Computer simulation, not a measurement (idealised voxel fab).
process module | voxel transistor to metal
cross-section cut | 155 nm wide | cells 5 nm
A cross-section is a grid of square cells, given in bands from the top down. A band is one or more rows of cells.
Each band's line starts with the height of the band's top and of its bottom, in nm. Then come its materials from left to right, each with its width in nm. One material with "throughout" fills the band from edge to edge. "air" is empty space.
Height 0 is the level under which the wafer as received is all one material. The lowest band goes on downwards, as in "0 down".
A width such as "30 to 40" changes by the same amount from each row of cells to the next, from the band's top row to its bottom row.
"no change" after a step means that no cell of the cross-section changed.
closed voids: empty space of 8 cells or more with no open way to the top, each as width x height at its distance from the left edge, in nm
after a step's settings: what the simulator itself notes on the step
overlay nm, on a step with a mask: how far to the right of its planned place the mask lay; to the left if negative
Each pair below shows a cross-section before one step and the cross-section after it, down to the lowest band that changed. The line under each pair gives the step between them, with its settings. The pairs can come from different runs of this module on the same starting wafer, so a pair continues from the pair above only where its "before" says so.
before
  0 down: Si throughout
  closed voids: none
after
  0 to -5: SiO2 throughout
  below -5: unchanged
  closed voids: none
the step between: op OXIDIZE | depth nm 5
before: the cross-section after the pair above
after
  10 to 0: SiN throughout
  below 0: unchanged
  closed voids: none
the step between: op CONFORMAL_DEP | material SiN | thk nm 10
before: the cross-section after the pair above
after
  30 to 10: air 25 | resist 100 | air 30
  below 10: unchanged
  closed voids: none
the step between: op PATTERN | tone cover | mask id ACTIVE | material resist | width nm 100 | thk nm 20 | overlay nm 0
before: the cross-section after the pair above
after
  30 to 10: air 25 | resist 100 | air 30
  10 to 0: air 25 | SiN 100 | air 30
  below 0: unchanged
  closed voids: none
the step between: op DIRECTIONAL_ETCH | etch materials SiN | depth nm 10
before: the cross-section after the pair above
after
  30 to 10: air 25 | resist 100 | air 30
  10 to 0: air 25 | SiN 100 | air 30
  0 to -5: air 25 | SiO2 100 | air 30
  below -5: unchanged
  closed voids: none
the step between: op DIRECTIONAL_ETCH | etch materials SiO2 | depth nm 5
before: the cross-section after the pair above
after
  30 to 10: air 25 | resist 100 | air 30
  10 to 0: air 25 | SiN 100 | air 30
  0 to -5: air 25 | SiO2 100 | air 30
  -5 to -25: air 25 | Si 100 | air 30
  below -25: unchanged
  closed voids: none
the step between: op DIRECTIONAL_ETCH | etch materials Si | depth nm 20
before: the cross-section after the pair above
after
  10 to 0: air 25 | SiN 100 | air 30
  below 0: unchanged
  closed voids: none
the step between: op STRIP | etch materials resist
before: the cross-section after the pair above
after
  10 to 0: air 25 | SiN 100 | air 30
  0 to -5: air 25 | SiO2 100 | air 30
  -5 to -25: air 25 | SiO2 5 | Si 90 | SiO2 5 | air 30
  -25 to -30: SiO2 30 | Si 90 | SiO2 35
  below -30: unchanged
  closed voids: none
the step between: op OXIDIZE | depth nm 5
before: the cross-section after the pair above
after
  15 to 10: SiO2 throughout
  10 to 0: SiO2 25 | SiN 100 | SiO2 30
  0 to -5: SiO2 throughout
  -5 to -30: SiO2 30 | Si 90 | SiO2 35
  below -30: unchanged
  closed voids: none
the step between: op FILL_DEP | material SiO2 | thk nm 5
before: the cross-section after the pair above
after
  10 to 0: SiO2 25 | SiN 100 | SiO2 30
  below 0: unchanged
  closed voids: none
the step between: op CMP | height nm 10
before: the cross-section after the pair above
after
  10 to 0: air 25 | SiN 100 | air 30
  below 0: unchanged
  closed voids: none
the step between: op SELECTIVE_ETCH | etch materials SiO2 | depth nm 10
before: the cross-section after the pair above
after
  0 to -5: SiO2 throughout
  below -5: unchanged
  closed voids: none
the step between: op STRIP | etch materials SiN
before: the cross-section after the pair above
after
  -5 to -30: SiO2 30 | Si 90 | SiO2 35
  below -30: unchanged
  closed voids: none
the step between: op SELECTIVE_ETCH | etch materials SiO2 | depth nm 5
before: the cross-section after the pair above
after
  -5 to -10: SiO2 throughout
  below -10: unchanged
  closed voids: none
the step between: op OXIDIZE | depth nm 5
before: the cross-section after the pair above
after
  15 to -5: polySi throughout
  below -5: unchanged
  closed voids: none
the step between: op DIRECTIONAL_DEP | material polySi | thk nm 20
before: the cross-section after the pair above
after
  25 to 15: SiCN throughout
  below 15: unchanged
  closed voids: none
the step between: op DIRECTIONAL_DEP | material SiCN | thk nm 10
before: the cross-section after the pair above
after
  45 to 25: air 65 | resist 20 | air 70
  below 25: unchanged
  closed voids: none
the step between: op PATTERN | tone cover | mask id GATE | material resist | width nm 20 | thk nm 20 | overlay nm 0
before: the cross-section after the pair above
after
  45 to 25: air 65 | resist 20 | air 70
  25 to 15: air 65 | SiCN 20 | air 70
  below 15: unchanged
  closed voids: none
the step between: op DIRECTIONAL_ETCH | etch materials SiCN | depth nm 20
before: the cross-section after the pair above
after
  45 to 25: air 65 | resist 20 | air 70
  25 to 15: air 65 | SiCN 20 | air 70
  15 to -5: air 65 | polySi 20 | air 70
  below -5: unchanged
  closed voids: none
the step between: op DIRECTIONAL_ETCH | etch materials polySi | depth nm 30
before: the cross-section after the pair above
after
  25 to 15: air 65 | SiCN 20 | air 70
  below 15: unchanged
  closed voids: none
the step between: op STRIP | etch materials resist
before: the cross-section after the pair above
after
  30 to 25: air 60 | SiN 30 | air 65
  25 to 15: air 60 | SiN 5 | SiCN 20 | SiN 5 | air 65
  15 to 0: air 60 | SiN 5 | polySi 20 | SiN 5 | air 65
  0 to -5: SiN 65 | polySi 20 | SiN 70
  below -5: unchanged
  closed voids: none
the step between: op CONFORMAL_DEP | material SiN | thk nm 5
before: the cross-section after the pair above
after
  25 to 15: air 60 | SiN 5 | SiCN 20 | SiN 5 | air 65
  15 to -5: air 60 | SiN 5 | polySi 20 | SiN 5 | air 65
  below -5: unchanged
  closed voids: none
the step between: op DIRECTIONAL_ETCH | etch materials SiN | depth nm 5
before: the cross-section after the pair above
after
  25 to 15: air 60 | SiN 5 | SiCN 20 | SiN 5 | air 65
  15 to -5: air 60 | SiN 5 | polySi 20 | SiN 5 | air 65
  -5 to -10: air 60 | SiO2 30 | air 65
  below -10: unchanged
  closed voids: none
the step between: op DIRECTIONAL_ETCH | etch materials SiO2 | depth nm 5
before: the cross-section after the pair above
after
  25 to 15: air 60 | SiN 5 | SiCN 20 | SiN 5 | air 65
  15 to -5: air 60 | SiN 5 | polySi 20 | SiN 5 | air 65
  -5 to -10: air 60 | SiO2 30 | air 65
  -10 to -15: SiO2 30 | air 30 | Si 30 | air 30 | SiO2 35
  below -15: unchanged
  closed voids: none
the step between: op DIRECTIONAL_ETCH | etch materials Si | depth nm 5
before: the cross-section after the pair above
after
  25 to 15: air 60 | SiN 5 | SiCN 20 | SiN 5 | air 65
  15 to -5: air 60 | SiN 5 | polySi 20 | SiN 5 | air 65
  -5 to -10: air 55 | pSi 5 | SiO2 30 | pSi 5 | air 60
  -10 to -15: SiO2 30 | pSi 30 | Si 30 | pSi 30 | SiO2 35
  below -15: unchanged
  closed voids: none
the step between: op EPI | material pSi | thk nm 5
before: the cross-section after the pair above
after
  35 to 25: SiO2 throughout
  25 to 15: SiO2 60 | SiN 5 | SiCN 20 | SiN 5 | SiO2 65
  15 to -5: SiO2 60 | SiN 5 | polySi 20 | SiN 5 | SiO2 65
  -5 to -10: SiO2 55 | pSi 5 | SiO2 30 | pSi 5 | SiO2 60
  below -10: unchanged
  closed voids: none
the step between: op FILL_DEP | material SiO2 | thk nm 10
before: the cross-section after the pair above
after
  25 to 15: SiO2 60 | SiN 5 | SiCN 20 | SiN 5 | SiO2 65
  below 15: unchanged
  closed voids: none
the step between: op CMP | height nm 25
before: the cross-section after the pair above
after
  40 to 25: SiO2 throughout
  below 25: unchanged
  closed voids: none
the step between: op DIRECTIONAL_DEP | material SiO2 | thk nm 15
before: the cross-section after the pair above
after
  55 to 40: resist 30 | air 30 | resist 30 | air 30 | resist 35
  below 40: unchanged
  closed voids: none
the step between: op PATTERN | tone open | mask id CONTACT | material resist | width nm 30 | pitch nm 60 | thk nm 15 | overlay nm 0
before: the cross-section after the pair above
after
  55 to 40: resist 30 | air 30 | resist 30 | air 30 | resist 35
  40 to 25: SiO2 30 | air 30 | SiO2 30 | air 30 | SiO2 35
  25 to 15: SiO2 30 | air 30 | SiN 5 | SiCN 20 | SiN 5 | air 30 | SiO2 35
  15 to -5: SiO2 30 | air 30 | SiN 5 | polySi 20 | SiN 5 | air 30 | SiO2 35
  -5 to -10: SiO2 30 | air 25 | pSi 5 | SiO2 30 | pSi 5 | air 25 | SiO2 35
  below -10: unchanged
  closed voids: none
the step between: op DIRECTIONAL_ETCH | etch materials SiO2 | depth nm 50
before: the cross-section after the pair above
after
  40 to 25: SiO2 30 | air 30 | SiO2 30 | air 30 | SiO2 35
  below 25: unchanged
  closed voids: none
the step between: op STRIP | etch materials resist
before: the cross-section after the pair above
after
  45 to 40: TiN 35 | air 20 | TiN 40 | air 20 | TiN 40
  40 to 25: SiO2 30 | TiN 5 | air 20 | TiN 5 | SiO2 30 | TiN 5 | air 20 | TiN 5 | SiO2 35
  25 to 15: SiO2 30 | TiN 5 | air 20 | TiN 5 | SiN 5 | SiCN 20 | SiN 5 | TiN 5 | air 20 | TiN 5 | SiO2 35
  15 to 0: SiO2 30 | TiN 5 | air 20 | TiN 5 | SiN 5 | polySi 20 | SiN 5 | TiN 5 | air 20 | TiN 5 | SiO2 35
  0 to -5: SiO2 30 | TiN 5 | air 15 | TiN 10 | SiN 5 | polySi 20 | SiN 5 | TiN 10 | air 15 | TiN 5 | SiO2 35
  -5 to -10: SiO2 30 | TiN 25 | pSi 5 | SiO2 30 | pSi 5 | TiN 25 | SiO2 35
  below -10: unchanged
  closed voids: none
the step between: op CONFORMAL_DEP | material TiN | thk nm 5
before: the cross-section after the pair above
after
  55 to 45: Ru throughout
  45 to 40: TiN 35 | Ru 20 | TiN 40 | Ru 20 | TiN 40
  40 to 25: SiO2 30 | TiN 5 | Ru 20 | TiN 5 | SiO2 30 | TiN 5 | Ru 20 | TiN 5 | SiO2 35
  25 to 15: SiO2 30 | TiN 5 | Ru 20 | TiN 5 | SiN 5 | SiCN 20 | SiN 5 | TiN 5 | Ru 20 | TiN 5 | SiO2 35
  15 to 0: SiO2 30 | TiN 5 | Ru 20 | TiN 5 | SiN 5 | polySi 20 | SiN 5 | TiN 5 | Ru 20 | TiN 5 | SiO2 35
  0 to -5: SiO2 30 | TiN 5 | Ru 15 | TiN 10 | SiN 5 | polySi 20 | SiN 5 | TiN 10 | Ru 15 | TiN 5 | SiO2 35
  below -5: unchanged
  closed voids: none
the step between: op FILL_DEP | material Ru | thk nm 10
before: the cross-section after the pair above
after
  40 to 25: SiO2 30 | TiN 5 | Ru 20 | TiN 5 | SiO2 30 | TiN 5 | Ru 20 | TiN 5 | SiO2 35
  below 25: unchanged
  closed voids: none
the step between: op CMP | height nm 40
before: the cross-section after the pair above
after
  45 to 40: SiCN throughout
  below 40: unchanged
  closed voids: none
the step between: op CONFORMAL_DEP | material SiCN | thk nm 5
before: the cross-section after the pair above
after
  65 to 45: SiO2 throughout
  below 45: unchanged
  closed voids: none
the step between: op DIRECTIONAL_DEP | material SiO2 | thk nm 20
before: the cross-section after the pair above
after
  75 to 65: aC throughout
  below 65: unchanged
  closed voids: none
the step between: op DIRECTIONAL_DEP | material aC | thk nm 10
before: the cross-section after the pair above
after
  100 to 75: resist 30 | air 20 | resist 50 | air 20 | resist 35
  below 75: unchanged
  closed voids: none
the step between: op PATTERN | tone open | mask id METAL_1 | material resist | width nm 20 | pitch nm 70 | thk nm 25 | overlay nm 0
before: the cross-section after the pair above
after
  90 to 75: resist 30 | air 20 | resist 50 | air 20 | resist 35
  75 to 65: aC 30 | air 20 | aC 50 | air 20 | aC 35
  below 65: unchanged
  closed voids: none
the step between: op DIRECTIONAL_ETCH | etch materials aC | depth nm 10
before: the cross-section after the pair above
after
  75 to 65: aC 30 | air 20 | aC 50 | air 20 | aC 35
  below 65: unchanged
  closed voids: none
the step between: op STRIP | etch materials resist
before: the cross-section after the pair above
after
  75 to 65: aC 30 | air 20 | aC 50 | air 20 | aC 35
  65 to 45: SiO2 30 | air 20 | SiO2 50 | air 20 | SiO2 35
  below 45: unchanged
  closed voids: none
the step between: op DIRECTIONAL_ETCH | etch materials SiO2 | depth nm 20
before: the cross-section after the pair above
after
  75 to 65: aC 30 | air 20 | aC 50 | air 20 | aC 35
  65 to 45: SiO2 30 | air 20 | SiO2 50 | air 20 | SiO2 35
  45 to 40: SiCN 30 | air 20 | SiCN 50 | air 20 | SiCN 35
  below 40: unchanged
  closed voids: none
the step between: op DIRECTIONAL_ETCH | etch materials SiCN | depth nm 5
before: the cross-section after the pair above
after
  65 to 45: SiO2 30 | air 20 | SiO2 50 | air 20 | SiO2 35
  below 45: unchanged
  closed voids: none
the step between: op STRIP | etch materials aC
before: the cross-section after the pair above
after
  70 to 65: TiN 35 | air 10 | TiN 60 | air 10 | TiN 40
  65 to 45: SiO2 30 | TiN 5 | air 10 | TiN 5 | SiO2 50 | TiN 5 | air 10 | TiN 5 | SiO2 35
  45 to 40: SiCN 30 | TiN 20 | SiCN 50 | TiN 20 | SiCN 35
  below 40: unchanged
  closed voids: none
the step between: op CONFORMAL_DEP | material TiN | thk nm 5
before: the cross-section after the pair above
after
  80 to 70: Ru throughout
  70 to 65: TiN 35 | Ru 10 | TiN 60 | Ru 10 | TiN 40
  65 to 45: SiO2 30 | TiN 5 | Ru 10 | TiN 5 | SiO2 50 | TiN 5 | Ru 10 | TiN 5 | SiO2 35
  below 45: unchanged
  closed voids: none
the step between: op FILL_DEP | material Ru | thk nm 10
before: the cross-section after the pair above
after
  65 to 45: SiO2 30 | TiN 5 | Ru 10 | TiN 5 | SiO2 50 | TiN 5 | Ru 10 | TiN 5 | SiO2 35
  below 45: unchanged
  closed voids: none
the step between: op CMP | height nm 65
before: the cross-section after the pair above
after
  70 to 65: air 25 | Ru 30 | air 40 | Ru 30 | air 30
  below 65: unchanged
  closed voids: none
the step between: op EPI | material Ru | thk nm 5
before: the cross-section after the pair above
after
  75 to 70: SiCN throughout
  70 to 65: SiCN 25 | Ru 30 | SiCN 40 | Ru 30 | SiCN 30
  below 65: unchanged
  closed voids: none
the step between: op FILL_DEP | material SiCN | thk nm 5
before: the cross-section after the pair above
after
  105 to 75: lowk throughout
  below 75: unchanged
  closed voids: none
the step between: op DIRECTIONAL_DEP | material lowk | thk nm 30
before: the cross-section after the pair above
after
  105 to 90: lowk 30 | air 20 | lowk 50 | air 20 | lowk 35
  below 90: unchanged
  closed voids: none
the step between: op MASKED_ETCH | tone open | mask id METAL_2 | width nm 20 | pitch nm 70 | etch materials lowk | depth nm 15 | overlay nm 0
before: the cross-section after the pair above
after
  105 to 90: lowk 30 | air 20 | lowk 50 | air 20 | lowk 35
  90 to 75: lowk 30 | air 15 | lowk 55 | air 15 | lowk 40
  below 75: unchanged
  closed voids: none
the step between: op MASKED_ETCH | tone open | mask id METAL_2_HOLES | width nm 15 | pitch nm 70 | etch materials lowk | depth nm 15 | overlay nm 0
before: the cross-section after the pair above
after
  105 to 90: lowk 30 | air 20 | lowk 50 | air 20 | lowk 35
  90 to 75: lowk 30 | air 15 | lowk 55 | air 15 | lowk 40
  75 to 70: SiCN 30 | air 15 | SiCN 55 | air 15 | SiCN 40
  below 70: unchanged
  closed voids: none
the step between: op MASKED_ETCH | tone open | mask id METAL_2_HOLES | width nm 15 | pitch nm 70 | etch materials SiCN | depth nm 5 | overlay nm 0
before: the cross-section after the pair above
after
  110 to 105: TiN 35 | air 10 | TiN 60 | air 10 | TiN 40
  105 to 95: lowk 30 | TiN 5 | air 10 | TiN 5 | lowk 50 | TiN 5 | air 10 | TiN 5 | lowk 35
  95 to 90: lowk 30 | TiN 5 | air 5 | TiN 10 | lowk 50 | TiN 5 | air 5 | TiN 10 | lowk 35
  90 to 75: lowk 30 | TiN 5 | air 5 | TiN 5 | lowk 55 | TiN 5 | air 5 | TiN 5 | lowk 40
  75 to 70: SiCN 30 | TiN 15 | SiCN 55 | TiN 15 | SiCN 40
  below 70: unchanged
  closed voids: none
the step between: op CONFORMAL_DEP | material TiN | thk nm 5
before: the cross-section after the pair above
after
  120 to 110: Ru throughout
  110 to 105: TiN 35 | Ru 10 | TiN 60 | Ru 10 | TiN 40
  105 to 95: lowk 30 | TiN 5 | Ru 10 | TiN 5 | lowk 50 | TiN 5 | Ru 10 | TiN 5 | lowk 35
  95 to 90: lowk 30 | TiN 5 | Ru 5 | TiN 10 | lowk 50 | TiN 5 | Ru 5 | TiN 10 | lowk 35
  90 to 75: lowk 30 | TiN 5 | Ru 5 | TiN 5 | lowk 55 | TiN 5 | Ru 5 | TiN 5 | lowk 40
  below 75: unchanged
  closed voids: none
the step between: op FILL_DEP | material Ru | thk nm 10
before: the cross-section after the pair above
after
  105 to 95: lowk 30 | TiN 5 | Ru 10 | TiN 5 | lowk 50 | TiN 5 | Ru 10 | TiN 5 | lowk 35
  below 95: unchanged
  closed voids: none
the step between: op CMP | height nm 105
before: the cross-section after the pair above
after
  110 to 105: SiN throughout
  below 105: unchanged
  closed voids: none
the step between: op CONFORMAL_DEP | material SiN | thk nm 5
before
  55 to 45: Ru throughout
  45 to 40: TiN 35 | Ru 20 | TiN 40 | Ru 20 | TiN 40
  40 to 25: SiO2 30 | TiN 5 | Ru 20 | TiN 5 | SiO2 30 | TiN 5 | Ru 20 | TiN 5 | SiO2 35
  25 to 15: SiO2 30 | TiN 5 | Ru 20 | TiN 5 | SiN 5 | SiCN 20 | SiN 5 | TiN 5 | Ru 20 | TiN 5 | SiO2 35
  15 to 0: SiO2 30 | TiN 5 | Ru 20 | TiN 5 | SiN 5 | polySi 20 | SiN 5 | TiN 5 | Ru 20 | TiN 5 | SiO2 35
  0 to -5: SiO2 30 | TiN 5 | Ru 15 | TiN 10 | SiN 5 | polySi 20 | SiN 5 | TiN 10 | Ru 15 | TiN 5 | SiO2 35
  -5 to -10: SiO2 30 | TiN 25 | pSi 5 | SiO2 30 | pSi 5 | TiN 25 | SiO2 35
  -10 to -15: SiO2 30 | pSi 30 | Si 30 | pSi 30 | SiO2 35
  -15 to -30: SiO2 30 | Si 90 | SiO2 35
  -30 down: Si throughout
  closed voids: none
after
  60 to 55: SiCN throughout
  below 55: unchanged
  closed voids: none
the step between: op CONFORMAL_DEP | material SiCN | thk nm 5
before: the cross-section after the pair above
after
  80 to 60: SiO2 throughout
  below 60: unchanged
  closed voids: none
the step between: op DIRECTIONAL_DEP | material SiO2 | thk nm 20
before: the cross-section after the pair above
after
  90 to 80: aC throughout
  below 80: unchanged
  closed voids: none
the step between: op DIRECTIONAL_DEP | material aC | thk nm 10
before: the cross-section after the pair above
after
  115 to 90: resist 30 | air 20 | resist 50 | air 20 | resist 35
  below 90: unchanged
  closed voids: none
the step between: op PATTERN | tone open | mask id METAL_1 | material resist | width nm 20 | pitch nm 70 | thk nm 25 | overlay nm 0
before: the cross-section after the pair above
after
  105 to 90: resist 30 | air 20 | resist 50 | air 20 | resist 35
  90 to 80: aC 30 | air 20 | aC 50 | air 20 | aC 35
  below 80: unchanged
  closed voids: none
the step between: op DIRECTIONAL_ETCH | etch materials aC | depth nm 10
before: the cross-section after the pair above
after
  90 to 80: aC 30 | air 20 | aC 50 | air 20 | aC 35
  below 80: unchanged
  closed voids: none
the step between: op STRIP | etch materials resist
before: the cross-section after the pair above
after
  90 to 80: aC 30 | air 20 | aC 50 | air 20 | aC 35
  80 to 60: SiO2 30 | air 20 | SiO2 50 | air 20 | SiO2 35
  below 60: unchanged
  closed voids: none
the step between: op DIRECTIONAL_ETCH | etch materials SiO2 | depth nm 20
before: the cross-section after the pair above
after
  90 to 80: aC 30 | air 20 | aC 50 | air 20 | aC 35
  80 to 60: SiO2 30 | air 20 | SiO2 50 | air 20 | SiO2 35
  60 to 55: SiCN 30 | air 20 | SiCN 50 | air 20 | SiCN 35
  below 55: unchanged
  closed voids: none
the step between: op DIRECTIONAL_ETCH | etch materials SiCN | depth nm 5
before: the cross-section after the pair above
after
  80 to 60: SiO2 30 | air 20 | SiO2 50 | air 20 | SiO2 35
  below 60: unchanged
  closed voids: none
the step between: op STRIP | etch materials aC
before: the cross-section after the pair above
after
  85 to 80: TiN 35 | air 10 | TiN 60 | air 10 | TiN 40
  80 to 60: SiO2 30 | TiN 5 | air 10 | TiN 5 | SiO2 50 | TiN 5 | air 10 | TiN 5 | SiO2 35
  60 to 55: SiCN 30 | TiN 20 | SiCN 50 | TiN 20 | SiCN 35
  below 55: unchanged
  closed voids: none
the step between: op CONFORMAL_DEP | material TiN | thk nm 5
before: the cross-section after the pair above
after
  95 to 85: Ru throughout
  85 to 80: TiN 35 | Ru 10 | TiN 60 | Ru 10 | TiN 40
  80 to 60: SiO2 30 | TiN 5 | Ru 10 | TiN 5 | SiO2 50 | TiN 5 | Ru 10 | TiN 5 | SiO2 35
  below 60: unchanged
  closed voids: none
the step between: op FILL_DEP | material Ru | thk nm 10
before: the cross-section after the pair above
after
  65 to 60: SiO2 30 | TiN 5 | Ru 10 | TiN 5 | SiO2 50 | TiN 5 | Ru 10 | TiN 5 | SiO2 35
  below 60: unchanged
  closed voids: none
the step between: op CMP | height nm 65
before: the cross-section after the pair above
after
  70 to 65: air 25 | Ru 30 | air 40 | Ru 30 | air 30
  below 65: unchanged
  closed voids: none
the step between: op EPI | material Ru | thk nm 5
before: the cross-section after the pair above
after
  75 to 70: SiCN throughout
  70 to 65: SiCN 25 | Ru 30 | SiCN 40 | Ru 30 | SiCN 30
  below 65: unchanged
  closed voids: none
the step between: op FILL_DEP | material SiCN | thk nm 5
before: the cross-section after the pair above
after
  105 to 75: lowk throughout
  below 75: unchanged
  closed voids: none
the step between: op DIRECTIONAL_DEP | material lowk | thk nm 30
before: the cross-section after the pair above
after
  105 to 90: lowk 30 | air 20 | lowk 50 | air 20 | lowk 35
  below 90: unchanged
  closed voids: none
the step between: op MASKED_ETCH | tone open | mask id METAL_2 | width nm 20 | pitch nm 70 | etch materials lowk | depth nm 15 | overlay nm 0
before: the cross-section after the pair above
after
  105 to 90: lowk 30 | air 20 | lowk 50 | air 20 | lowk 35
  90 to 75: lowk 30 | air 15 | lowk 55 | air 15 | lowk 40
  below 75: unchanged
  closed voids: none
the step between: op MASKED_ETCH | tone open | mask id METAL_2_HOLES | width nm 15 | pitch nm 70 | etch materials lowk | depth nm 15 | overlay nm 0
before: the cross-section after the pair above
after
  105 to 90: lowk 30 | air 20 | lowk 50 | air 20 | lowk 35
  90 to 75: lowk 30 | air 15 | lowk 55 | air 15 | lowk 40
  75 to 70: SiCN 30 | air 15 | SiCN 55 | air 15 | SiCN 40
  below 70: unchanged
  closed voids: none
the step between: op MASKED_ETCH | tone open | mask id METAL_2_HOLES | width nm 15 | pitch nm 70 | etch materials SiCN | depth nm 5 | overlay nm 0
before: the cross-section after the pair above
after
  110 to 105: TiN 35 | air 10 | TiN 60 | air 10 | TiN 40
  105 to 95: lowk 30 | TiN 5 | air 10 | TiN 5 | lowk 50 | TiN 5 | air 10 | TiN 5 | lowk 35
  95 to 90: lowk 30 | TiN 5 | air 5 | TiN 10 | lowk 50 | TiN 5 | air 5 | TiN 10 | lowk 35
  90 to 75: lowk 30 | TiN 5 | air 5 | TiN 5 | lowk 55 | TiN 5 | air 5 | TiN 5 | lowk 40
  75 to 70: SiCN 30 | TiN 15 | SiCN 55 | TiN 15 | SiCN 40
  below 70: unchanged
  closed voids: none
the step between: op CONFORMAL_DEP | material TiN | thk nm 5
before: the cross-section after the pair above
after
  120 to 110: Ru throughout
  110 to 105: TiN 35 | Ru 10 | TiN 60 | Ru 10 | TiN 40
  105 to 95: lowk 30 | TiN 5 | Ru 10 | TiN 5 | lowk 50 | TiN 5 | Ru 10 | TiN 5 | lowk 35
  95 to 90: lowk 30 | TiN 5 | Ru 5 | TiN 10 | lowk 50 | TiN 5 | Ru 5 | TiN 10 | lowk 35
  90 to 75: lowk 30 | TiN 5 | Ru 5 | TiN 5 | lowk 55 | TiN 5 | Ru 5 | TiN 5 | lowk 40
  below 75: unchanged
  closed voids: none
the step between: op FILL_DEP | material Ru | thk nm 10
before: the cross-section after the pair above
after
  105 to 95: lowk 30 | TiN 5 | Ru 10 | TiN 5 | lowk 50 | TiN 5 | Ru 10 | TiN 5 | lowk 35
  below 95: unchanged
  closed voids: none
the step between: op CMP | height nm 105
before: the cross-section after the pair above
after
  110 to 105: SiN throughout
  below 105: unchanged
  closed voids: none
the step between: op CONFORMAL_DEP | material SiN | thk nm 5
before
  30 to 10: air 25 | resist 100 | air 30
  10 to 0: air 25 | SiN 100 | air 30
  0 to -5: air 25 | SiO2 100 | air 30
  -5 to -25: air 25 | Si 100 | air 30
  -25 down: Si throughout
  closed voids: none
after
  30 to 10: air 25 | resist 100 | air 30
  10 to 0: air 25 | SiN 100 | air 30
  0 to -5: air 25 | SiO2 100 | air 30
  -5 to -45: air 25 | Si 100 | air 30
  below -45: unchanged
  closed voids: none
the step between: op DIRECTIONAL_ETCH | etch materials Si | depth nm 20
before: the cross-section after the pair above
after
  10 to 0: air 25 | SiN 100 | air 30
  below 0: unchanged
  closed voids: none
the step between: op STRIP | etch materials resist
before: the cross-section after the pair above
after
  10 to 0: air 25 | SiN 100 | air 30
  0 to -5: air 25 | SiO2 100 | air 30
  -5 to -45: air 25 | SiO2 5 | Si 90 | SiO2 5 | air 30
  -45 to -50: SiO2 30 | Si 90 | SiO2 35
  below -50: unchanged
  closed voids: none
the step between: op OXIDIZE | depth nm 5
before: the cross-section after the pair above
after
  15 to 10: SiO2 throughout
  10 to 0: SiO2 25 | SiN 100 | SiO2 30
  0 to -5: SiO2 throughout
  -5 to -50: SiO2 30 | Si 90 | SiO2 35
  below -50: unchanged
  closed voids: none
the step between: op FILL_DEP | material SiO2 | thk nm 5
before: the cross-section after the pair above
after
  10 to 0: SiO2 25 | SiN 100 | SiO2 30
  below 0: unchanged
  closed voids: none
the step between: op CMP | height nm 10
before: the cross-section after the pair above
after
  10 to 0: air 25 | SiN 100 | air 30
  below 0: unchanged
  closed voids: none
the step between: op SELECTIVE_ETCH | etch materials SiO2 | depth nm 10
before: the cross-section after the pair above
after
  0 to -5: SiO2 throughout
  below -5: unchanged
  closed voids: none
the step between: op STRIP | etch materials SiN
before: the cross-section after the pair above
after
  -5 to -50: SiO2 30 | Si 90 | SiO2 35
  below -50: unchanged
  closed voids: none
the step between: op SELECTIVE_ETCH | etch materials SiO2 | depth nm 5
before: the cross-section after the pair above
after
  -5 to -10: SiO2 throughout
  below -10: unchanged
  closed voids: none
the step between: op OXIDIZE | depth nm 5
before: the cross-section after the pair above
after
  15 to -5: polySi throughout
  below -5: unchanged
  closed voids: none
the step between: op DIRECTIONAL_DEP | material polySi | thk nm 20
before: the cross-section after the pair above
after
  25 to 15: SiCN throughout
  below 15: unchanged
  closed voids: none
the step between: op DIRECTIONAL_DEP | material SiCN | thk nm 10
before: the cross-section after the pair above
after
  45 to 25: air 65 | resist 20 | air 70
  below 25: unchanged
  closed voids: none
the step between: op PATTERN | tone cover | mask id GATE | material resist | width nm 20 | thk nm 20 | overlay nm 0
before: the cross-section after the pair above
after
  45 to 25: air 65 | resist 20 | air 70
  25 to 15: air 65 | SiCN 20 | air 70
  below 15: unchanged
  closed voids: none
the step between: op DIRECTIONAL_ETCH | etch materials SiCN | depth nm 20
before: the cross-section after the pair above
after
  45 to 25: air 65 | resist 20 | air 70
  25 to 15: air 65 | SiCN 20 | air 70
  15 to -5: air 65 | polySi 20 | air 70
  below -5: unchanged
  closed voids: none
the step between: op DIRECTIONAL_ETCH | etch materials polySi | depth nm 30
before: the cross-section after the pair above
after
  25 to 15: air 65 | SiCN 20 | air 70
  below 15: unchanged
  closed voids: none
the step between: op STRIP | etch materials resist
before: the cross-section after the pair above
after
  30 to 25: air 60 | SiN 30 | air 65
  25 to 15: air 60 | SiN 5 | SiCN 20 | SiN 5 | air 65
  15 to 0: air 60 | SiN 5 | polySi 20 | SiN 5 | air 65
  0 to -5: SiN 65 | polySi 20 | SiN 70
  below -5: unchanged
  closed voids: none
the step between: op CONFORMAL_DEP | material SiN | thk nm 5
before: the cross-section after the pair above
after
  25 to 15: air 60 | SiN 5 | SiCN 20 | SiN 5 | air 65
  15 to -5: air 60 | SiN 5 | polySi 20 | SiN 5 | air 65
  below -5: unchanged
  closed voids: none
the step between: op DIRECTIONAL_ETCH | etch materials SiN | depth nm 5
before: the cross-section after the pair above
after
  25 to 15: air 60 | SiN 5 | SiCN 20 | SiN 5 | air 65
  15 to -5: air 60 | SiN 5 | polySi 20 | SiN 5 | air 65
  -5 to -10: air 60 | SiO2 30 | air 65
  below -10: unchanged
  closed voids: none
the step between: op DIRECTIONAL_ETCH | etch materials SiO2 | depth nm 5
before: the cross-section after the pair above
after
  25 to 15: air 60 | SiN 5 | SiCN 20 | SiN 5 | air 65
  15 to -5: air 60 | SiN 5 | polySi 20 | SiN 5 | air 65
  -5 to -10: air 60 | SiO2 30 | air 65
  -10 to -15: SiO2 30 | air 30 | Si 30 | air 30 | SiO2 35
  below -15: unchanged
  closed voids: none
the step between: op DIRECTIONAL_ETCH | etch materials Si | depth nm 5
before: the cross-section after the pair above
after
  25 to 15: air 60 | SiN 5 | SiCN 20 | SiN 5 | air 65
  15 to -5: air 60 | SiN 5 | polySi 20 | SiN 5 | air 65
  -5 to -10: air 55 | pSi 5 | SiO2 30 | pSi 5 | air 60
  -10 to -15: SiO2 30 | pSi 30 | Si 30 | pSi 30 | SiO2 35
  below -15: unchanged
  closed voids: none
the step between: op EPI | material pSi | thk nm 5
before: the cross-section after the pair above
after
  35 to 25: SiO2 throughout
  25 to 15: SiO2 60 | SiN 5 | SiCN 20 | SiN 5 | SiO2 65
  15 to -5: SiO2 60 | SiN 5 | polySi 20 | SiN 5 | SiO2 65
  -5 to -10: SiO2 55 | pSi 5 | SiO2 30 | pSi 5 | SiO2 60
  below -10: unchanged
  closed voids: none
the step between: op FILL_DEP | material SiO2 | thk nm 10
before: the cross-section after the pair above
after
  25 to 15: SiO2 60 | SiN 5 | SiCN 20 | SiN 5 | SiO2 65
  below 15: unchanged
  closed voids: none
the step between: op CMP | height nm 25
before: the cross-section after the pair above
after
  40 to 25: SiO2 throughout
  below 25: unchanged
  closed voids: none
the step between: op DIRECTIONAL_DEP | material SiO2 | thk nm 15
